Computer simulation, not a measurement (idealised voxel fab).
Title: Process Module voxel released beams
This is section cut - it's 285 nm across, gridded in 5 nm square cells.
Reading order for cross-sections: top band down to bottom band. Underlying form: a grid of square cells. Band size: one or more rows of cells.
Each band's line starts with the height of the band's top and of its bottom, in nm. Then come its materials from left to right, each with its width in nm. One material with "everywhere" fills the band from edge to edge. "blank" is empty space.
For the purposes of this specification, 0 denotes the height below which the wafer in its as-received condition is composed wholly of one material, and the lowermost band, lacking a lower limit, extends downward without end, as expressed in "0 down".
The width entry "30 to 40" should be interpreted row by row: the top row of cells in the band takes the first number, the bottom row takes the second number, and the change between adjacent rows is uniform throughout.
A step reported as "remains unaltered" is a step in which no cell of the cross-section changed.
This entry, "Fully sealed voids", enumerates those empty regions of no fewer than 8 cells that possess no open connection to the top. Each region is reported in the form width x height at distance, the distance being taken from the left edge, with all three quantities expressed in nm.
Past the settings on a step's line: simulator remark, on that step.
Regarding "overlay nm": on a step with a mask, it is the distance the mask lay to the right of its planned place; a negative value places it to the left.

[The process steps that were planned are listed below]
| 1 | RECEIVE, material Si |
| 2 | CONFORMAL_DEP, material Al2O3, thk nm 5 |
| 3 | DIRECTIONAL_DEP, material SiO2, thk nm 20 |
| 4 | PATTERN, tone open, mask id ANCHOR, material resist, width nm 35, thk nm 20, overlay nm 0 |
| 5 | DIRECTIONAL_ETCH, etch materials SiO2, depth nm 20 |
| 6 | STRIP, etch materials resist |
| 7 | CONFORMAL_DEP, material SiN, thk nm 15 |
| 8 | MASKED_ETCH, tone cover, mask id BEAM, width nm 85, etch materials SiN, depth nm 15, overlay nm -15 |
| 9 | STRIP, etch materials SiO2 |
Where the wafers of this document differ is in the overlay nm of step 8; they start out the same, and the plan states the value that applied to the first wafer.

[The first of several wafers as received, shown in cross-section; this is its state after step 1]
> 0 down: Si everywhere
> Fully sealed voids: none

[Below: a row per wafer. Contents at end of module: for every material, cells gained since receipt (+) or lost since receipt (-); then closed voids]
overlay nm -15; +57 Al2O3; +75 SiN; Fully sealed voids: none
overlay nm -10; +57 Al2O3; +75 SiN; Fully sealed voids: none
overlay nm -5; +57 Al2O3; +75 SiN; Fully sealed voids: none
overlay nm 0; +57 Al2O3; +75 SiN; Fully sealed voids: none
overlay nm 5; +57 Al2O3; +75 SiN; Fully sealed voids: none
overlay nm 10; +57 Al2O3; +75 SiN; Fully sealed voids: none
overlay nm 15; +57 Al2O3; +75 SiN; Fully sealed voids: none
